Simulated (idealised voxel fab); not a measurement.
Presented below is a process module, voxel spacer lines.
The figure presents cross-section cut, which has a width of 220 nm and is divided into square cells with an edge length of 5 nm.
Think of the cross-section as a grid of square cells. We describe it in bands, top to bottom, and each band covers one or more rows of those cells.
It is stipulated that each band's entry specify, in nanometres, the height of the top of the band and then that of its bottom, followed by the materials of the band in left-to-right sequence, each together with its width in nanometres. A single material marked by the word "full width" is understood to fill the band from edge to edge; the word "air" is understood to denote empty space.
It should be noted that heights are counted from 0, beneath which the wafer as supplied is of one material throughout, and that the lowest band possesses no lower boundary but continues downward, as written in "top 0, no bottom".
Per-row width for "30 to 40": begins at first number (top row of band), ends at second number (bottom row), increment between rows held constant.
What does "left unchanged" mean for a step? It means no cell of the cross-section changed in that step.
Entrapped voids: empty space of 8 cells or more with no open way to the top, each as width x height at its distance from the left edge, in nm
Read whatever lies past the settings on a step's line as the simulator's own remark about the step.
Regarding "overlay nm": on a step with a mask, it is the distance the mask lay to the right of its planned place; a negative value places it to the left.
Set out below are the planned steps of the process
1. RECEIVE with material Si
2. CONFORMAL_DEP with material Al2O3, thk nm 5
3. DIRECTIONAL_DEP with material TiN, thk nm 20
4. DIRECTIONAL_DEP with material aC, thk nm 30
5. PATTERN with tone cover, mask id MANDREL, material resist, width nm 20, pitch nm 70, thk nm 40, overlay nm 0
6. DIRECTIONAL_ETCH with etch materials aC, depth nm 30
7. STRIP with etch materials resist
8. CONFORMAL_DEP with material SiN, thk nm 15
9. DIRECTIONAL_ETCH with etch materials SiN, depth nm 15
10. STRIP with etch materials aC
11. DIRECTIONAL_ETCH with etch materials TiN, depth nm 20
12. STRIP with etch materials SiN
The following pertains to the first of two wafers, which was processed as planned
As-received wafer cross-section (after step 1)
- top 0, no bottom = Si full width
- Entrapped voids: none
The wafer, seen in cross-section, after step 2
- top 5, bottom 0 = Al2O3 full width
- Below 0, the layers are the same as they were.
The wafer, seen in cross-section, after step 3
- top 25, bottom 5 = TiN full width
- Below 5, the layers are the same as they were.
The wafer, seen in cross-section, after step 4
- top 55, bottom 25 = aC full width
- Below 25, the layers are the same as they were.
The wafer, seen in cross-section, after step 5
- top 95, bottom 55 = 30 nm air; 20 nm resist; 50 nm air; 20 nm resist; 50 nm air; 20 nm resist; 30 nm air
- Below 55, the layers are the same as they were.
The wafer, seen in cross-section, after step 6
- top 65, bottom 55 = 30 nm air; 20 nm resist; 50 nm air; 20 nm resist; 50 nm air; 20 nm resist; 30 nm air
- top 55, bottom 25 = 30 nm air; 20 nm aC; 50 nm air; 20 nm aC; 50 nm air; 20 nm aC; 30 nm air
- Below 25, the layers are the same as they were.
The wafer, seen in cross-section, after step 7
- top 55, bottom 25 = 30 nm air; 20 nm aC; 50 nm air; 20 nm aC; 50 nm air; 20 nm aC; 30 nm air
- Below 25, the layers are the same as they were.
The wafer, seen in cross-section, after step 8
- top 70, bottom 55 = 15 nm air; 50 nm SiN; 20 nm air; 50 nm SiN; 20 nm air; 50 nm SiN; 15 nm air
- top 55, bottom 40 = 15 nm air; 15 nm SiN; 20 nm aC; 15 nm SiN; 20 nm air; 15 nm SiN; 20 nm aC; 15 nm SiN; 20 nm air; 15 nm SiN; 20 nm aC; 15 nm SiN; 15 nm air
- top 40, bottom 25 = 30 nm SiN; 20 nm aC; 50 nm SiN; 20 nm aC; 50 nm SiN; 20 nm aC; 30 nm SiN
- Below 25, the layers are the same as they were.
The wafer, seen in cross-section, after step 9
- top 55, bottom 25 = 15 nm air; 15 nm SiN; 20 nm aC; 15 nm SiN; 20 nm air; 15 nm SiN; 20 nm aC; 15 nm SiN; 20 nm air; 15 nm SiN; 20 nm aC; 15 nm SiN; 15 nm air
- Below 25, the layers are the same as they were.
The wafer, seen in cross-section, after step 10
- top 55, bottom 25 = 15 nm air; 15 nm SiN; 20 nm air; 15 nm SiN; 20 nm air; 15 nm SiN; 20 nm air; 15 nm SiN; 20 nm air; 15 nm SiN; 20 nm air; 15 nm SiN; 15 nm air
- Below 25, the layers are the same as they were.
The wafer, seen in cross-section, after step 11
- top 55, bottom 25 = 15 nm air; 15 nm SiN; 20 nm air; 15 nm SiN; 20 nm air; 15 nm SiN; 20 nm air; 15 nm SiN; 20 nm air; 15 nm SiN; 20 nm air; 15 nm SiN; 15 nm air
- top 25, bottom 5 = 15 nm air; 15 nm TiN; 20 nm air; 15 nm TiN; 20 nm air; 15 nm TiN; 20 nm air; 15 nm TiN; 20 nm air; 15 nm TiN; 20 nm air; 15 nm TiN; 15 nm air
- Below 5, the layers are the same as they were.
The wafer, seen in cross-section, after step 12
- top 25, bottom 5 = 15 nm air; 15 nm TiN; 20 nm air; 15 nm TiN; 20 nm air; 15 nm TiN; 20 nm air; 15 nm TiN; 20 nm air; 15 nm TiN; 20 nm air; 15 nm TiN; 15 nm air
- Below 5, the layers are the same as they were.
The Second Wafer: Common Origin and Plan, One Mistake in Execution, Identical to the First Through Step 9
Second wafer: cross-section at the scheduled end of step 10
- top 55, bottom 25 = 15 nm air; 15 nm SiN; 20 nm aC; 15 nm SiN; 20 nm air; 15 nm SiN; 20 nm aC; 15 nm SiN; 20 nm air; 15 nm SiN; 20 nm aC; 15 nm SiN; 15 nm air
- top 25, bottom 5 = 15 nm air; 50 nm TiN; 20 nm air; 50 nm TiN; 20 nm air; 50 nm TiN; 15 nm air
- Below 5, the layers are the same as they were.
Second wafer: cross-section at the scheduled end of step 11
- top 55, bottom 25 = 15 nm air; 15 nm SiN; 20 nm air; 15 nm SiN; 20 nm air; 15 nm SiN; 20 nm air; 15 nm SiN; 20 nm air; 15 nm SiN; 20 nm air; 15 nm SiN; 15 nm air
- Below 25, the layers are the same as they were.
Second wafer: cross-section at the scheduled end of step 12
- top 25, bottom 5 = 15 nm air; 50 nm TiN; 20 nm air; 50 nm TiN; 20 nm air; 50 nm TiN; 15 nm air
- Below 5, the layers are the same as they were.
The mistake made against the process plan was this: steps 10 and 11 of the plan were run in the wrong order, each in the other's place
Wrapping up, a cell-based count of both wafers puts the second over or under the first for these materials: TiN: 48 more
